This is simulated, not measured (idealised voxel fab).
The name of this process module is voxel lift off.
We display cut, a cross-section 195 nm in width whose square cells are each 5 nm.
In what follows, cross-sections appear as grids of square cells, described through bands that run from the top down, where every band is one or more rows of cells. Heads up on the band format: heights come first, top then bottom, in nm. After that it's the materials left to right, each with its width in nm. A single material flagged "everywhere" fills the whole band edge to edge, and "blank" means there's empty space there. Basically, 0 is our baseline, since under it the wafer straight out of the box is all one material. The bottom band has no lower end and keeps on going down, so it looks like "z 0 and below". Top row gets the first number, bottom row gets the second, and each row in between changes by the same step: that is how a band width like "30 to 40" works. Step note "no change" = no cross-section cell changed. "Enclosed void inventory" specifies each empty space that is not open to the top and that occupies no fewer than 8 cells, using the form width x height at distance, the distance measured from the left edge and all three quantities in nm. Heads up: the bit after the settings on a step's line is the simulator's remark on that step. overlay nm: right-of-plan distance of the mask on a masked step; negative values mean left-of-plan.
**So here's the lineup of process steps we planned**
1: op RECEIVE | material Si
2: op CONFORMAL_DEP | material SiN | thk nm 10
3: op PATTERN | tone open | mask id LINES | material resist | width nm 15 | pitch nm 45 | thk nm 20 | overlay nm 0
4: op DIRECTIONAL_DEP | material Ru | thk nm 5
5: op STRIP | etch materials resist
6: op CONFORMAL_DEP | material SiCN | thk nm 5
**Cross-sectional view of the wafer in its as-received condition, corresponding to the state after step 1**
    z 0 and below | Si everywhere
    Enclosed void inventory: none
**What the wafer looks like in cross-section after this module, when it starts as shown above and follows the plan above but one mistake is made in running it**
    z 20 to 15 | 15 of blank, 25 of SiCN, 20 of blank, 25 of SiCN, 20 of blank, 25 of SiCN, 20 of blank, 25 of SiCN, 20 of blank
    z 15 to 10 | 20 of SiCN, 15 of SiN, 30 of SiCN, 15 of SiN, 30 of SiCN, 15 of SiN, 30 of SiCN, 15 of SiN, 25 of SiCN
    z 10 to 0 | SiN everywhere
    z 0 and below | Si everywhere
    Enclosed void inventory: none
what went wrong: step 4 ran differently from the plan; actual operation with settings: op DIRECTIONAL_DEP | material SiN | thk nm 5
